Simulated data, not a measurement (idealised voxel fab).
Presented below is a process module, voxel air gaps.
Each square cell in cross-section cut measures 5 nm, and the section as a whole is 240 nm wide.
In what follows, cross-sections appear as grids of square cells, described through bands that run from the top down, where every band is one or more rows of cells. Top height, bottom height, nm. Materials left to right, width each, nm. Single material + "throughout" = fills band edge to edge. "empty" = empty. Zero point of the height axis is 0; under it, received wafer = one material. Lowest band: continues down indefinitely, "0 nm and below". Per-row width for "30..40": begins at first number (top row of band), ends at second number (bottom row), increment between rows held constant. "identical to before", as given for a step, is the statement that not any cell of the cross-section underwent a change during that step. Reported under the label "Cavities, sealed" are the empty spaces having no open way to the top and comprising 8 cells or more; the notation for each is width x height at distance, in which the distance is measured from the left edge and all three values are in nm. What comes after the settings on a step's line is commentary from the simulator itself on that step. Steps that use a mask can have "overlay nm" on their line. It says how far the mask sat to the right of where it was meant to be. Negative means to the left.

**Planned step list for the process**
1) RECEIVE [material Si]
2) CONFORMAL_DEP [material SiO2] [thk nm 10]
3) CONFORMAL_DEP [material SiCN] [thk nm 5]
4) DIRECTIONAL_DEP [material lowk] [thk nm 35]
5) DIRECTIONAL_DEP [material aC] [thk nm 15]
6) PATTERN [tone open] [mask id LINES] [material resist] [width nm 25] [pitch nm 50] [thk nm 35] [overlay nm 0]
7) DIRECTIONAL_ETCH [etch materials aC] [depth nm 15]
8) STRIP [etch materials resist]
9) DIRECTIONAL_ETCH [etch materials lowk] [depth nm 35]
10) STRIP [etch materials aC]
11) CONFORMAL_DEP [material TiN] [thk nm 5]
12) FILL_DEP [material Cu] [thk nm 10]
13) CMP [height nm 50]
14) EPI [material Ru] [thk nm 10]
15) SELECTIVE_ETCH [etch materials lowk] [depth nm 45]
16) CONFORMAL_DEP [material SiCN] [thk nm 5]

**As-received state of the wafer in cross-section, equivalent to post-step 1**
    0 nm and below: Si throughout
    Cavities, sealed: none

**Looking at the first of two wafers in cross-section at end of module - ran to plan**
    65 nm to 60 nm: empty (15), SiCN (205), empty (20)
    60 nm to 50 nm: empty (15), SiCN (5), Ru (45), SiCN (5), Ru (45), SiCN (5), Ru (45), SiCN (5), Ru (45), SiCN (5), empty (20)
    50 nm to 45 nm: empty (15), SiCN (15), TiN (5), Cu (15), TiN (5), SiCN (25), TiN (5), Cu (15), TiN (5), SiCN (25), TiN (5), Cu (15), TiN (5), SiCN (25), TiN (5), Cu (15), TiN (5), SiCN (15), empty (20)
    45 nm to 20 nm: empty (25), SiCN (5), TiN (5), Cu (15), TiN (5), SiCN (5), empty (15), SiCN (5), TiN (5), Cu (15), TiN (5), SiCN (5), empty (15), SiCN (5), TiN (5), Cu (15), TiN (5), SiCN (5), empty (15), SiCN (5), TiN (5), Cu (15), TiN (5), SiCN (5), empty (30)
    20 nm to 15 nm: SiCN (30), TiN (25), SiCN (25), TiN (25), SiCN (25), TiN (25), SiCN (25), TiN (25), SiCN (35)
    15 nm to 10 nm: SiCN throughout
    10 nm to 0 nm: SiO2 throughout
    0 nm and below: Si throughout
    Cavities, sealed: 15 x 25 at 60; 15 x 25 at 110; 15 x 25 at 160

**Second of two wafers, module complete, sectioned: it shares the first wafer's start and plan but was run with one mistake**
    65 nm to 60 nm: SiCN throughout
    60 nm to 50 nm: Ru (40), SiCN (5), Ru (45), SiCN (5), Ru (45), SiCN (5), Ru (45), SiCN (5), Ru (45)
    50 nm to 45 nm: Cu (25), TiN (5), SiCN (25), TiN (5), Cu (15), TiN (5), SiCN (25), TiN (5), Cu (15), TiN (5), SiCN (25), TiN (5), Cu (15), TiN (5), SiCN (25), TiN (5), Cu (30)
    45 nm to 20 nm: Cu (25), TiN (5), SiCN (5), empty (15), SiCN (5), TiN (5), Cu (15), TiN (5), SiCN (5), empty (15), SiCN (5), TiN (5), Cu (15), TiN (5), SiCN (5), empty (15), SiCN (5), TiN (5), Cu (15), TiN (5), SiCN (5), empty (15), SiCN (5), TiN (5), Cu (30)
    20 nm to 15 nm: TiN (30), SiCN (25), TiN (25), SiCN (25), TiN (25), SiCN (25), TiN (25), SiCN (25), TiN (35)
    15 nm to 10 nm: SiCN throughout
    10 nm to 0 nm: SiO2 throughout
    0 nm and below: Si throughout
    Cavities, sealed: 15 x 25 at 35; 15 x 25 at 85; 15 x 25 at 135; 15 x 25 at 185
Short version of what went wrong: step 6, actual vs plan mismatch, actual run PATTERN [tone cover] [mask id LINES] [material resist] [width nm 25] [pitch nm 50] [thk nm 35] [overlay nm 0]
Looking at both finished wafers in cells, the second ends up ahead of or behind the first on some materials: Cu +48; Ru +16; SiCN -4; TiN +8
Closed void count at end of process - first wafer: 3; second wafer: 4.
